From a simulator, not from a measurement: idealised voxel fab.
Process module, titled voxel self aligned contacts
Cross-section cut: width 200 nm, square cells of 5 nm.
We lay out every cross-section as a grid of square cells and spell it out in bands from the top down, where one band means one or more rows of cells. Top height, bottom height, nm. Materials left to right, width each, nm. Single material + "edge to edge" = fills band edge to edge. "blank" = empty. Height datum 0, below which the as-received substrate wafer is one material. Lowest band open at the bottom, running downward: "0 down". A two-number width, for instance "30->40", indicates that the width is equal to the first number in the top row of the band and to the second number in the bottom row, and that it changes by a constant amount per row of cells. When a step is marked "identical to before", none of the cells in the cross-section changed during that step. Entry "Sealed void list". Content: empty spaces with no open connection to the top, size 8 cells or greater. Each: width x height at distance. Distance: from left edge. Unit: nm. Where a step's line continues beyond its settings, the continuation is a remark by the simulator itself on that step. Steps that use a mask can have "overlay nm" on their line. It says how far the mask sat to the right of where it was meant to be. Negative means to the left.

Planned process steps:
1) RECEIVE: material Si
2) OXIDIZE: depth nm 5
3) DIRECTIONAL_DEP: material polySi, thk nm 30
4) DIRECTIONAL_DEP: material SiN, thk nm 25
5) MASKED_ETCH: tone cover, mask id GATE, width nm 25, pitch nm 60, etch materials SiN, depth nm 25, overlay nm 0
6) MASKED_ETCH: tone cover, mask id GATE, width nm 25, pitch nm 60, etch materials polySi, depth nm 30, overlay nm 0
7) CONFORMAL_DEP: material SiN, thk nm 10
8) DIRECTIONAL_ETCH: etch materials SiN, depth nm 10
9) FILL_DEP: material SiO2, thk nm 15
10) CMP: height nm 65
11) MASKED_ETCH: tone open, mask id CONTACT, width nm 45, pitch nm 60, etch materials SiO2, depth nm 70, overlay nm 0
12) CONFORMAL_DEP: material TiN, thk nm 5
13) FILL_DEP: material W, thk nm 10
14) CMP: height nm 65
15) CONFORMAL_DEP: material SiCN, thk nm 5

Wafer cross-section on receipt, i.e. after step 1:
0 down: Si edge to edge
Sealed void list: none

Sectioned view, first of two wafers, at the close of the module, processed as intended in the plan:
70 to 65: SiCN edge to edge
65 to 55: 45 nm SiO2 | 5->20 nm TiN | 35->5 nm W | 5->20 nm TiN | 15 nm SiO2 | 5->20 nm TiN | 35->5 nm W | 5->20 nm TiN | 50 nm SiO2
55 to 30: 15 nm SiO2 | 45 nm SiN | 5 nm TiN | 5 nm W | 5 nm TiN | 45 nm SiN | 5 nm TiN | 5 nm W | 5 nm TiN | 45 nm SiN | 20 nm SiO2
30 to 0: 15 nm SiO2 | 10 nm SiN | 25 nm polySi | 10 nm SiN | 5 nm TiN | 5 nm W | 5 nm TiN | 10 nm SiN | 25 nm polySi | 10 nm SiN | 5 nm TiN | 5 nm W | 5 nm TiN | 10 nm SiN | 25 nm polySi | 10 nm SiN | 20 nm SiO2
0 to -5: 60 nm SiO2 | 15 nm TiN | 45 nm SiO2 | 15 nm TiN | 65 nm SiO2
-5 down: Si edge to edge
Sealed void list: none

Cross-section, second wafer: same start as the first, same plan as the first, one mistake in running it; taken at the end of the module:
70 to 65: SiCN edge to edge
65 to 55: 15 nm SiO2 | 50 nm TiN | 5 nm W | 55 nm TiN | 5 nm W | 50 nm TiN | 20 nm SiO2
55 to 30: 15 nm SiO2 | 10 nm TiN | 25 nm SiN | 15 nm TiN | 5 nm W | 15 nm TiN | 25 nm SiN | 15 nm TiN | 5 nm W | 15 nm TiN | 25 nm SiN | 10 nm TiN | 20 nm SiO2
30 to 15: 15 nm SiO2 | 10 nm TiN | 25 nm polySi | 15 nm TiN | 5 nm W | 15 nm TiN | 25 nm polySi | 15 nm TiN | 5 nm W | 15 nm TiN | 25 nm polySi | 10 nm TiN | 20 nm SiO2
15 to 10: 15 nm SiO2 | 10 nm TiN | 25 nm polySi | 35 nm TiN | 25 nm polySi | 35 nm TiN | 25 nm polySi | 10 nm TiN | 20 nm SiO2
10 to 0: 25 nm TiN | 25 nm polySi | 35 nm TiN | 25 nm polySi | 35 nm TiN | 25 nm polySi | 30 nm TiN
0 to -5: SiO2 edge to edge
-5 down: Si edge to edge
Sealed void list: none
It is concluded that the wafer was processed incorrectly with respect to the plan, in that step 7, actual vs plan mismatch, actual run CONFORMAL_DEP: material TiN, thk nm 10
End check, counted in cells, second wafer has more or fewer of these materials than the first: -132 SiN; -38 SiO2; +188 TiN; -18 W
